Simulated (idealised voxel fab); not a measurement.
Documented hereafter: the process module known as voxel released beams.
It is cross-section cut that appears here, measuring 295 nm in width, its square cells being 5 nm in size.
In what follows, cross-sections appear as grids of square cells, described through bands that run from the top down, where every band is one or more rows of cells.
Band: top height; bottom height; in nm. Then, left to right: material with width in nm, for each material. "all across": a single material spanning edge to edge. "blank": empty space.
We count height from 0. Below that, the starting wafer is all one material. The lowest band never ends at the bottom but goes on down; see "0 down" for how that is written.
Per-row width for "30 to 40": begins at first number (top row of band), ends at second number (bottom row), increment between rows held constant.
Where the words "nothing was modified" appear for a step, the cross-section shows no cell changed by that step; every cell remained as before.
The entry "Fully sealed voids" lists the empty spaces that cover at least 8 cells and have no open path to the top. Each is written as width x height at distance, where the distance is measured from the left edge and all three values are in nm.
after a step's settings: what the simulator itself notes on the step
The optional step-line setting "overlay nm" applies to steps with a mask and quantifies how far to the right of its planned location the mask lay, a negative value indicating leftward placement.

The steps planned for the process are as follows
1,op RECEIVE | material Si
2,op CONFORMAL_DEP | material Al2O3 | thk nm 5
3,op DIRECTIONAL_DEP | material SiO2 | thk nm 10
4,op MASKED_ETCH | tone open | mask id ANCHOR | width nm 35 | etch materials SiO2 | depth nm 10 | overlay nm 0
5,op CONFORMAL_DEP | material W | thk nm 10
6,op MASKED_ETCH | tone cover | mask id BEAM | width nm 105 | etch materials W | depth nm 10 | overlay nm 0
7,op STRIP | etch materials SiO2

Step 1 complete: cross-section of the wafer as received
    0 down = Si all across
    Fully sealed voids: none

Look at the cross-section after the module: the wafer started out the way shown above and the plan was the one shown above, yet one mistake was made along the way
    15 to 5 = 95 SiO2, then 35 blank, then 165 SiO2
    5 to 0 = Al2O3 all across
    0 down = Si all across
    Fully sealed voids: none
What was the processing mistake? it should be noted that step 7 was executed with settings other than those planned, the operation and settings actually applied being op STRIP | etch materials W
